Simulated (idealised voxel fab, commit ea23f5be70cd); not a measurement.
Process module, titled voxel self aligned vias
Pictured: cross-section cut, 210 nm wide, on a grid of 5 nm square cells.
When this document writes out a cross-section, it uses a grid of square cells and lists it as bands, beginning at the top and moving down, with a band standing for one or more rows of cells.
It is stipulated that each band's entry specify, in nanometres, the height of the top of the band and then that of its bottom, followed by the materials of the band in left-to-right sequence, each together with its width in nanometres. A single material marked by the word "throughout" is understood to fill the band from edge to edge; the word "air" is understood to denote empty space.
Heights are reckoned from 0. Under this level, the received wafer is all of one material. The bottommost band is open-ended downward, for example "0..down".
The expression "30..40" gives the width at the extremes of the band, the first number at its top row of cells and the second at its bottom row, with the width changing by equal amounts from each row to the next in between.
Given "nothing got changed" for a step, no cell of the cross-section differs between before and after that step.
If an empty space has no open way to the top and is at least 8 cells in size, "Enclosed void catalog" lists it, written width x height at distance, where distance is measured from the left edge and every value is in nm.
On a step's line, text after the settings is the simulator commenting on that step.
What "overlay nm" on a step's line means: if the step has a mask, that mask lay this far to the right of its planned place, or, when the value is negative, to the left.

## The planned process steps are enumerated hereunder
- 1: RECEIVE (material Si)
- 2: CONFORMAL_DEP (material SiO2; thk nm 10)
- 3: CONFORMAL_DEP (material SiCN; thk nm 5)
- 4: DIRECTIONAL_DEP (material lowk; thk nm 30)
- 5: PATTERN (tone open; mask id LINES; material resist; width nm 20; pitch nm 55; thk nm 15; overlay nm 0)
- 6: DIRECTIONAL_ETCH (etch materials lowk; depth nm 30)
- 7: STRIP (etch materials resist)
- 8: CONFORMAL_DEP (material TiN; thk nm 5)
- 9: FILL_DEP (material W; thk nm 10)
- 10: CMP (height nm 45)
- 11: SELECTIVE_ETCH (etch materials W Ru TiN; depth nm 10)
- 12: FILL_DEP (material SiN; thk nm 5)
- 13: CMP (height nm 45)
- 14: DIRECTIONAL_DEP (material lowk; thk nm 20)
- 15: MASKED_ETCH (tone open; mask id VIAS; width nm 40; etch materials lowk; depth nm 20; overlay nm 0)
- 16: MASKED_ETCH (tone open; mask id VIAS; width nm 40; etch materials SiN; depth nm 10; overlay nm 0)
- 17: CONFORMAL_DEP (material TiN; thk nm 5)
- 18: FILL_DEP (material W; thk nm 10)
- 19: CMP (height nm 65)
- 20: CONFORMAL_DEP (material SiCN; thk nm 5)

## Account of the first of two wafers, which was processed as intended

## Shown in cross-section is the wafer as received, that is, as it stands after step 1
	0..down: Si throughout
	Enclosed void catalog: none

## Step 2 done - wafer cross-section
	10..0: SiO2 throughout
	Note: structure below 0 unchanged.

## Step 3 done - wafer cross-section
	15..10: SiCN throughout
	Note: structure below 10 unchanged.

## Step 4 done - wafer cross-section
	45..15: lowk throughout
	Note: structure below 15 unchanged.

## Step 5 done - wafer cross-section
	60..45: 65 resist  20 air  35 resist  20 air  70 resist
	Note: structure below 45 unchanged.

## Step 6 done - wafer cross-section
	60..45: 65 resist  20 air  35 resist  20 air  70 resist
	45..15: 65 lowk  20 air  35 lowk  20 air  70 lowk
	Note: structure below 15 unchanged.

## Step 7 done - wafer cross-section
	45..15: 65 lowk  20 air  35 lowk  20 air  70 lowk
	Note: structure below 15 unchanged.

## Step 8 done - wafer cross-section
	50..45: 70 TiN  10 air  45 TiN  10 air  75 TiN
	45..20: 65 lowk  5 TiN  10 air  5 TiN  35 lowk  5 TiN  10 air  5 TiN  70 lowk
	20..15: 65 lowk  20 TiN  35 lowk  20 TiN  70 lowk
	Note: structure below 15 unchanged.

## Step 9 done - wafer cross-section
	60..50: W throughout
	50..45: 70 TiN  10 W  45 TiN  10 W  75 TiN
	45..20: 65 lowk  5 TiN  10 W  5 TiN  35 lowk  5 TiN  10 W  5 TiN  70 lowk
	Note: structure below 20 unchanged.

## Step 10 done - wafer cross-section
	45..20: 65 lowk  5 TiN  10 W  5 TiN  35 lowk  5 TiN  10 W  5 TiN  70 lowk
	Note: structure below 20 unchanged.

## Step 11 done - wafer cross-section
	45..35: 65 lowk  20 air  35 lowk  20 air  70 lowk
	Note: structure below 35 unchanged.

## Step 12 done - wafer cross-section
	50..45: SiN throughout
	45..35: 65 lowk  20 SiN  35 lowk  20 SiN  70 lowk
	Note: structure below 35 unchanged.

## Step 13 done - wafer cross-section
	45..35: 65 lowk  20 SiN  35 lowk  20 SiN  70 lowk
	Note: structure below 35 unchanged.

## Step 14 done - wafer cross-section
	65..45: lowk throughout
	Note: structure below 45 unchanged.

## Step 15 done - wafer cross-section
	65..45: 55 lowk  40 air  115 lowk
	Note: structure below 45 unchanged.

## Step 16 done - wafer cross-section
	65..45: 55 lowk  40 air  115 lowk
	45..35: 65 lowk  20 air  35 lowk  20 SiN  70 lowk
	Note: structure below 35 unchanged.

## Step 17 done - wafer cross-section
	70..65: 60 TiN  30 air  120 TiN
	65..50: 55 lowk  5 TiN  30 air  5 TiN  115 lowk
	50..45: 55 lowk  15 TiN  10 air  15 TiN  115 lowk
	45..40: 65 lowk  5 TiN  10 air  5 TiN  35 lowk  20 SiN  70 lowk
	40..35: 65 lowk  20 TiN  35 lowk  20 SiN  70 lowk
	Note: structure below 35 unchanged.

## Step 18 done - wafer cross-section
	80..70: W throughout
	70..65: 60 TiN  30 W  120 TiN
	65..50: 55 lowk  5 TiN  30 W  5 TiN  115 lowk
	50..45: 55 lowk  15 TiN  10 W  15 TiN  115 lowk
	45..40: 65 lowk  5 TiN  10 W  5 TiN  35 lowk  20 SiN  70 lowk
	Note: structure below 40 unchanged.

## Step 19 done - wafer cross-section
	65..50: 55 lowk  5 TiN  30 W  5 TiN  115 lowk
	Note: structure below 50 unchanged.

## Step 20 done - wafer cross-section
	70..65: SiCN throughout
	Note: structure below 65 unchanged.

## Wafer two of the pair: same origin, same plan, one error during the run; identical to wafer one up to and including step 14

## Second wafer shown in cross-section at the time step 15 was slated to end
	65..45: 65 lowk  40 air  105 lowk
	Note: structure below 45 unchanged.

## Second wafer shown in cross-section at the time step 16 was slated to end
	65..45: 65 lowk  40 air  105 lowk
	45..35: 65 lowk  20 air  35 lowk  20 SiN  70 lowk
	Note: structure below 35 unchanged.

## Second wafer shown in cross-section at the time step 17 was slated to end
	70..65: 70 TiN  30 air  110 TiN
	65..50: 65 lowk  5 TiN  30 air  5 TiN  105 lowk
	50..45: 65 lowk  5 TiN  10 air  25 TiN  105 lowk
	45..40: 65 lowk  5 TiN  10 air  5 TiN  35 lowk  20 SiN  70 lowk
	40..35: 65 lowk  20 TiN  35 lowk  20 SiN  70 lowk
	Note: structure below 35 unchanged.

## Second wafer shown in cross-section at the time step 18 was slated to end
	80..70: W throughout
	70..65: 70 TiN  30 W  110 TiN
	65..50: 65 lowk  5 TiN  30 W  5 TiN  105 lowk
	50..45: 65 lowk  5 TiN  10 W  25 TiN  105 lowk
	45..40: 65 lowk  5 TiN  10 W  5 TiN  35 lowk  20 SiN  70 lowk
	Note: structure below 40 unchanged.

## Second wafer shown in cross-section at the time step 19 was slated to end
	65..50: 65 lowk  5 TiN  30 W  5 TiN  105 lowk
	Note: structure below 50 unchanged.

## Second wafer shown in cross-section at the time step 20 was slated to end
	70..65: SiCN throughout
	Note: structure below 65 unchanged.
what went wrong: step 15 deviated from plan and actually ran as MASKED_ETCH (tone open; mask id VIAS; width nm 40; etch materials lowk; depth nm 20; overlay nm 10)
at the end the second wafer has, in cells: as many of each material as the first, in other places
